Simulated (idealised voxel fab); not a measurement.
Herein follows the process module entitled voxel ribs on slabs.
Section shown: cut. Width: 295 nm. Cell size: 5 nm, square.
If you're reading a cross-section in this doc, picture square cells in a grid; it comes to you as bands, top ones listed first down to the bottom, and a band can be one or more rows of cells. A band entry consists of two parts. The first gives the height of the band's top and the height of its bottom, in nm. The rest lists the band's materials from left to right, each with its width in nm. A single material labelled with the word "throughout" fills the band from edge to edge, and the word "empty" marks empty space. We count height from 0. Below that, the starting wafer is all one material. The lowest band never ends at the bottom but goes on down; see "from 0 down" for how that is written. Width: "30 to 40" (first number = top row, second number = bottom row, same change from row to row of cells). Basically "changes: none" means that step didn't change any cell in the cross-section. You'll see "Closed empty spaces" listing empty spaces that have no way open to the top, as long as they're 8 cells or more; the notation is width x height at distance, where the distance is from the left edge, and all of it is in nm. If you see something after the settings on a step's line, that's the simulator's own remark about that step. On any step carrying a mask, the "overlay nm" setting, if present on the step's line, tells how far right of its planned place the mask lay; negative values point to the left.

Steps in the process plan:
1. RECEIVE, material Si
2. DIRECTIONAL_DEP, material SiO2, thk nm 20
3. DIRECTIONAL_DEP, material SiN, thk nm 15
4. PATTERN, tone cover, mask id RIB, material resist, width nm 25, thk nm 15, overlay nm 0
5. DIRECTIONAL_ETCH, etch materials SiN, depth nm 10
6. STRIP, etch materials resist
7. PATTERN, tone cover, mask id SLAB, material resist, width nm 65, thk nm 15, overlay nm 0
8. DIRECTIONAL_ETCH, etch materials SiN, depth nm 5
9. STRIP, etch materials resist
10. FILL_DEP, material SiO2, thk nm 15
11. CMP, height nm 45
12. DIRECTIONAL_DEP, material TiN, thk nm 10
13. MASKED_ETCH, tone cover, mask id HEATER, width nm 35, etch materials TiN, depth nm 10, overlay nm 0
14. CONFORMAL_DEP, material SiN, thk nm 10

Wafer as received: cross-section following step 1:
> from 0 down | Si throughout
> Closed empty spaces: none

First of two wafers: cross-section at end of module, run per plan:
> from 65 to 55 | 120 nm empty  55 nm SiN  120 nm empty
> from 55 to 45 | 130 nm SiN  35 nm TiN  130 nm SiN
> from 45 to 35 | SiO2 throughout
> from 35 to 25 | 135 nm SiO2  25 nm SiN  135 nm SiO2
> from 25 to 20 | 115 nm SiO2  65 nm SiN  115 nm SiO2
> from 20 to 0 | SiO2 throughout
> from 0 down | Si throughout
> Closed empty spaces: none

Cross-sectional view: second of two wafers, end of module; start and plan identical to the first, one mistake in running:
> from 65 to 55 | 120 nm empty  55 nm SiN  120 nm empty
> from 55 to 45 | 130 nm SiN  35 nm TiN  130 nm SiN
> from 45 to 40 | 115 nm SiO2  65 nm SiN  115 nm SiO2
> from 40 to 0 | SiO2 throughout
> from 0 down | Si throughout
> Closed empty spaces: none
Run error: plan step 2 ran twice
Final tally in cells, some materials are higher or lower on the second wafer than on the first: 10 fewer of SiN, 10 more of SiO2
